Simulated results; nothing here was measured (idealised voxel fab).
process module | voxel trench capacitor
cross-section cut | 190 nm wide | cells 5 nm
A cross-section is a grid of square cells, given in bands from the top down. A band is one or more rows of cells.
Each band's line starts with the height of the band's top and of its bottom, in nm. Then come its materials from left to right, each with its width in nm. One material with "throughout" fills the band from edge to edge. "air" is empty space.
Height 0 is the level under which the wafer as received is all one material. The lowest band goes on downwards, as in "0 down".
A width such as "30 to 40" changes by the same amount from each row of cells to the next, from the band's top row to its bottom row.
"no change" after a step means that no cell of the cross-section changed.
closed voids: empty space of 8 cells or more with no open way to the top, each as width x height at its distance from the left edge, in nm
after a step's settings: what the simulator itself notes on the step
overlay nm, on a step with a mask: how far to the right of its planned place the mask lay; to the left if negative
plan
1 op RECEIVE | material Si
2 op CONFORMAL_DEP | material SiN | thk nm 10
3 op DIRECTIONAL_DEP | material aC | thk nm 10
4 op PATTERN | tone open | mask id TRENCH | material resist | width nm 30 | pitch nm 45 | thk nm 30 | overlay nm 0
5 op DIRECTIONAL_ETCH | etch materials aC | depth nm 10
6 op STRIP | etch materials resist
7 op DIRECTIONAL_ETCH | etch materials SiN | depth nm 10
8 op DIRECTIONAL_ETCH | etch materials Si | depth nm 35
9 op STRIP | etch materials aC
10 op CONFORMAL_DEP | material Al2O3 | thk nm 5
11 op CONFORMAL_DEP | material TiN | thk nm 5
12 op FILL_DEP | material W | thk nm 5
13 op CMP | height nm 10
as received, after step 1
  0 down: Si throughout
  closed voids: none
a wafer at the end: this start, this plan, one mistake
  10 to 0: SiN 55 | Al2O3 5 | TiN 5 | W 10 | TiN 5 | Al2O3 5 | SiN 15 | Al2O3 5 | TiN 5 | W 10 | TiN 5 | Al2O3 5 | SiN 60
  0 to -15: Si 55 | Al2O3 5 | TiN 5 | W 10 | TiN 5 | Al2O3 5 | Si 15 | Al2O3 5 | TiN 5 | W 10 | TiN 5 | Al2O3 5 | Si 60
  -15 to -20: Si 55 | Al2O3 5 | TiN 20 | Al2O3 5 | Si 15 | Al2O3 5 | TiN 20 | Al2O3 5 | Si 60
  -20 to -25: Si 55 | Al2O3 30 | Si 15 | Al2O3 30 | Si 60
  -25 down: Si throughout
  closed voids: none
what went wrong: step 8 ran as: op DIRECTIONAL_ETCH | etch materials Si | depth nm 25
